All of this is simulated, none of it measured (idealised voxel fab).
Process module heading - voxel gate over fins
Square cell edge 5 nm, section width 155 nm, ID cut.
Format of a cross-section: grid, square cells. Given as bands. Order: top down. Band: one or more rows of cells. First you get the band's top height and its bottom height, in nm, and then the materials it's made of, left to right, with each width in nm. If you see a single material with "full width", that one covers the band edge to edge. "empty" is empty space. Note: height 0 marks the level under which the wafer is uniformly one material as received. Lowest band unbounded below, written "0 nm and below". Per-row width for "30 to 40": begins at first number (top row of band), ends at second number (bottom row), increment between rows held constant. Key: "everything unchanged" - step with no changed cell in the cross-section. "Tabulated closed voids" - sealed voids, min. 8 cells, no opening to top; format: width x height at distance (distance from left edge; nm throughout). On a step's line, text after the settings is the simulator commenting on that step. The line of a step may include "overlay nm". On a step with a mask, this value is how far to the right of its planned place the mask lay. A negative value means the mask lay to the left.
Intended process steps
1,RECEIVE with material Si
2,CONFORMAL_DEP with material SiN, thk nm 10
3,DIRECTIONAL_DEP with material aC, thk nm 10
4,PATTERN with tone cover, mask id FINS, material resist, width nm 15, pitch nm 35, thk nm 30, overlay nm 0
5,DIRECTIONAL_ETCH with etch materials aC, depth nm 10
6,STRIP with etch materials resist
7,DIRECTIONAL_ETCH with etch materials SiN, depth nm 10
8,DIRECTIONAL_ETCH with etch materials Si, depth nm 40
9,STRIP with etch materials aC
10,FILL_DEP with material SiO2, thk nm 10
11,CMP with height nm 10
12,SELECTIVE_ETCH with etch materials SiO2, depth nm 20
13,STRIP with etch materials SiN
14,CONFORMAL_DEP with material HfO2, thk nm 5
15,CONFORMAL_DEP with material TiN, thk nm 5
16,CONFORMAL_DEP with material TiAl, thk nm 5
17,CONFORMAL_DEP with material TiN, thk nm 5
18,FILL_DEP with material W, thk nm 15
19,CMP with height nm 30
20,CONFORMAL_DEP with material SiN, thk nm 5
Wafer as received: cross-section following step 1
    0 nm and below | Si full width
    Tabulated closed voids: none
The cross-section shown corresponds to the wafer at the conclusion of the module. The initial structure and the process plan are those presented above; however, one mistake occurred in executing the plan
    35 nm to 30 nm | SiN full width
    30 nm to 20 nm | W full width
    20 nm to 15 nm | W=15, then TiN=125, then W=15
    15 nm to 10 nm | W=15, then TiN=5, then TiAl=115, then TiN=5, then W=15
    10 nm to 5 nm | TiN=20, then TiAl=5, then TiN=105, then TiAl=5, then TiN=20
    5 nm to 0 nm | TiAl=25, then TiN=5, then HfO2=25, then TiN=10, then HfO2=25, then TiN=10, then HfO2=25, then TiN=5, then TiAl=25
    0 nm to -5 nm | TiN=30, then HfO2=5, then Si=15, then HfO2=5, then TiN=10, then HfO2=5, then Si=15, then HfO2=5, then TiN=10, then HfO2=5, then Si=15, then HfO2=5, then TiN=30
    -5 nm to -10 nm | HfO2=20, then TiN=10, then HfO2=5, then Si=15, then HfO2=5, then TiN=10, then HfO2=5, then Si=15, then HfO2=5, then TiN=10, then HfO2=5, then Si=15, then HfO2=5, then TiN=10, then HfO2=20
    -10 nm to -15 nm | SiO2=15, then HfO2=5, then TiN=10, then HfO2=5, then Si=15, then HfO2=5, then TiN=10, then HfO2=5, then Si=15, then HfO2=5, then TiN=10, then HfO2=5, then Si=15, then HfO2=5, then TiN=10, then HfO2=5, then SiO2=15
    -15 nm to -20 nm | SiO2=15, then HfO2=20, then Si=15, then HfO2=20, then Si=15, then HfO2=20, then Si=15, then HfO2=20, then SiO2=15
    -20 nm to -40 nm | SiO2=35, then Si=15, then SiO2=20, then Si=15, then SiO2=20, then Si=15, then SiO2=35
    -40 nm and below | Si full width
    Tabulated closed voids: none
Nonconformance to the process plan: steps 12 and 13 were swapped
